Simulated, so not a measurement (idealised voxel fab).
process module | voxel air gaps
cross-section cut | 285 nm wide | cells 5 nm
A cross-section is a grid of square cells, given in bands from the top down. A band is one or more rows of cells.
Each band's line starts with the height of the band's top and of its bottom, in nm. Then come its materials from left to right, each with its width in nm. One material with "throughout" fills the band from edge to edge. "air" is empty space.
Height 0 is the level under which the wafer as received is all one material. The lowest band goes on downwards, as in "0 down".
A width such as "30 to 40" changes by the same amount from each row of cells to the next, from the band's top row to its bottom row.
"no change" after a step means that no cell of the cross-section changed.
closed voids: empty space of 8 cells or more with no open way to the top, each as width x height at its distance from the left edge, in nm
after a step's settings: what the simulator itself notes on the step
overlay nm, on a step with a mask: how far to the right of its planned place the mask lay; to the left if negative
plan
1 op RECEIVE | material Si
2 op CONFORMAL_DEP | material SiO2 | thk nm 10
3 op CONFORMAL_DEP | material SiCN | thk nm 5
4 op DIRECTIONAL_DEP | material SiO2 | thk nm 40
5 op MASKED_ETCH | tone open | mask id LINES | width nm 25 | pitch nm 50 | etch materials SiO2 | depth nm 40 | overlay nm 0
6 op CONFORMAL_DEP | material TiN | thk nm 5
7 op FILL_DEP | material W | thk nm 10
8 op CMP | height nm 55
9 op EPI | material Ru | thk nm 10
10 op SELECTIVE_ETCH | etch materials SiO2 | depth nm 50
11 op CONFORMAL_DEP | material SiCN | thk nm 5
first wafer, as planned
as received, after step 1
  0 down: Si throughout
  closed voids: none
after step 2
  10 to 0: SiO2 throughout
  below 0: unchanged
after step 3
  15 to 10: SiCN throughout
  below 10: unchanged
after step 4
  55 to 15: SiO2 throughout
  below 15: unchanged
after step 5
  55 to 15: SiO2 80 | air 25 | SiO2 25 | air 25 | SiO2 25 | air 25 | SiO2 80
  below 15: unchanged
after step 6
  60 to 55: TiN 85 | air 15 | TiN 35 | air 15 | TiN 35 | air 15 | TiN 85
  55 to 20: SiO2 80 | TiN 5 | air 15 | TiN 5 | SiO2 25 | TiN 5 | air 15 | TiN 5 | SiO2 25 | TiN 5 | air 15 | TiN 5 | SiO2 80
  20 to 15: SiO2 80 | TiN 25 | SiO2 25 | TiN 25 | SiO2 25 | TiN 25 | SiO2 80
  below 15: unchanged
after step 7
  70 to 60: W throughout
  60 to 55: TiN 85 | W 15 | TiN 35 | W 15 | TiN 35 | W 15 | TiN 85
  55 to 20: SiO2 80 | TiN 5 | W 15 | TiN 5 | SiO2 25 | TiN 5 | W 15 | TiN 5 | SiO2 25 | TiN 5 | W 15 | TiN 5 | SiO2 80
  below 20: unchanged
after step 8
  55 to 20: SiO2 80 | TiN 5 | W 15 | TiN 5 | SiO2 25 | TiN 5 | W 15 | TiN 5 | SiO2 25 | TiN 5 | W 15 | TiN 5 | SiO2 80
  below 20: unchanged
after step 9
  65 to 55: air 70 | Ru 45 | air 5 | Ru 45 | air 5 | Ru 45 | air 70
  below 55: unchanged
after step 10
  65 to 55: air 70 | Ru 45 | air 5 | Ru 45 | air 5 | Ru 45 | air 70
  55 to 20: air 80 | TiN 5 | W 15 | TiN 5 | air 25 | TiN 5 | W 15 | TiN 5 | air 25 | TiN 5 | W 15 | TiN 5 | air 80
  20 to 15: air 80 | TiN 25 | air 25 | TiN 25 | air 25 | TiN 25 | air 80
  below 15: unchanged
after step 11
  70 to 65: air 65 | SiCN 155 | air 65
  65 to 55: air 65 | SiCN 5 | Ru 45 | SiCN 5 | Ru 45 | SiCN 5 | Ru 45 | SiCN 5 | air 65
  55 to 50: air 65 | SiCN 15 | TiN 5 | W 15 | TiN 5 | SiCN 25 | TiN 5 | W 15 | TiN 5 | SiCN 25 | TiN 5 | W 15 | TiN 5 | SiCN 15 | air 65
  50 to 20: air 75 | SiCN 5 | TiN 5 | W 15 | TiN 5 | SiCN 5 | air 15 | SiCN 5 | TiN 5 | W 15 | TiN 5 | SiCN 5 | air 15 | SiCN 5 | TiN 5 | W 15 | TiN 5 | SiCN 5 | air 75
  20 to 15: SiCN 80 | TiN 25 | SiCN 25 | TiN 25 | SiCN 25 | TiN 25 | SiCN 80
  below 15: unchanged
  closed voids: 15 x 30 at 110; 15 x 30 at 160
second wafer: like start, like plan, one mistake. Through step 1 it matches the first wafer
when step 2 should have ended
  15 to 0: SiO2 throughout
  below 0: unchanged
when step 3 should have ended
  20 to 15: SiCN throughout
  below 15: unchanged
when step 4 should have ended
  60 to 20: SiO2 throughout
  below 20: unchanged
when step 5 should have ended
  60 to 20: SiO2 80 | air 25 | SiO2 25 | air 25 | SiO2 25 | air 25 | SiO2 80
  below 20: unchanged
when step 6 should have ended
  65 to 60: TiN 85 | air 15 | TiN 35 | air 15 | TiN 35 | air 15 | TiN 85
  60 to 25: SiO2 80 | TiN 5 | air 15 | TiN 5 | SiO2 25 | TiN 5 | air 15 | TiN 5 | SiO2 25 | TiN 5 | air 15 | TiN 5 | SiO2 80
  25 to 20: SiO2 80 | TiN 25 | SiO2 25 | TiN 25 | SiO2 25 | TiN 25 | SiO2 80
  below 20: unchanged
when step 7 should have ended
  75 to 65: W throughout
  65 to 60: TiN 85 | W 15 | TiN 35 | W 15 | TiN 35 | W 15 | TiN 85
  60 to 25: SiO2 80 | TiN 5 | W 15 | TiN 5 | SiO2 25 | TiN 5 | W 15 | TiN 5 | SiO2 25 | TiN 5 | W 15 | TiN 5 | SiO2 80
  below 25: unchanged
when step 8 should have ended
  55 to 25: SiO2 80 | TiN 5 | W 15 | TiN 5 | SiO2 25 | TiN 5 | W 15 | TiN 5 | SiO2 25 | TiN 5 | W 15 | TiN 5 | SiO2 80
  below 25: unchanged
when step 9 should have ended
  65 to 55: air 70 | Ru 45 | air 5 | Ru 45 | air 5 | Ru 45 | air 70
  below 55: unchanged
when step 10 should have ended
  65 to 55: air 70 | Ru 45 | air 5 | Ru 45 | air 5 | Ru 45 | air 70
  55 to 25: air 80 | TiN 5 | W 15 | TiN 5 | air 25 | TiN 5 | W 15 | TiN 5 | air 25 | TiN 5 | W 15 | TiN 5 | air 80
  25 to 20: air 80 | TiN 25 | air 25 | TiN 25 | air 25 | TiN 25 | air 80
  below 20: unchanged
when step 11 should have ended
  70 to 65: air 65 | SiCN 155 | air 65
  65 to 55: air 65 | SiCN 5 | Ru 45 | SiCN 5 | Ru 45 | SiCN 5 | Ru 45 | SiCN 5 | air 65
  55 to 50: air 65 | SiCN 15 | TiN 5 | W 15 | TiN 5 | SiCN 25 | TiN 5 | W 15 | TiN 5 | SiCN 25 | TiN 5 | W 15 | TiN 5 | SiCN 15 | air 65
  50 to 25: air 75 | SiCN 5 | TiN 5 | W 15 | TiN 5 | SiCN 5 | air 15 | SiCN 5 | TiN 5 | W 15 | TiN 5 | SiCN 5 | air 15 | SiCN 5 | TiN 5 | W 15 | TiN 5 | SiCN 5 | air 75
  25 to 20: SiCN 80 | TiN 25 | SiCN 25 | TiN 25 | SiCN 25 | TiN 25 | SiCN 80
  below 20: unchanged
  closed voids: 15 x 25 at 110; 15 x 25 at 160
what went wrong: step 2 ran as: op CONFORMAL_DEP | material SiO2 | thk nm 15
at the end the second wafer has, in cells: 6 fewer of SiCN | 57 more of SiO2 | 6 fewer of TiN | 9 fewer of W
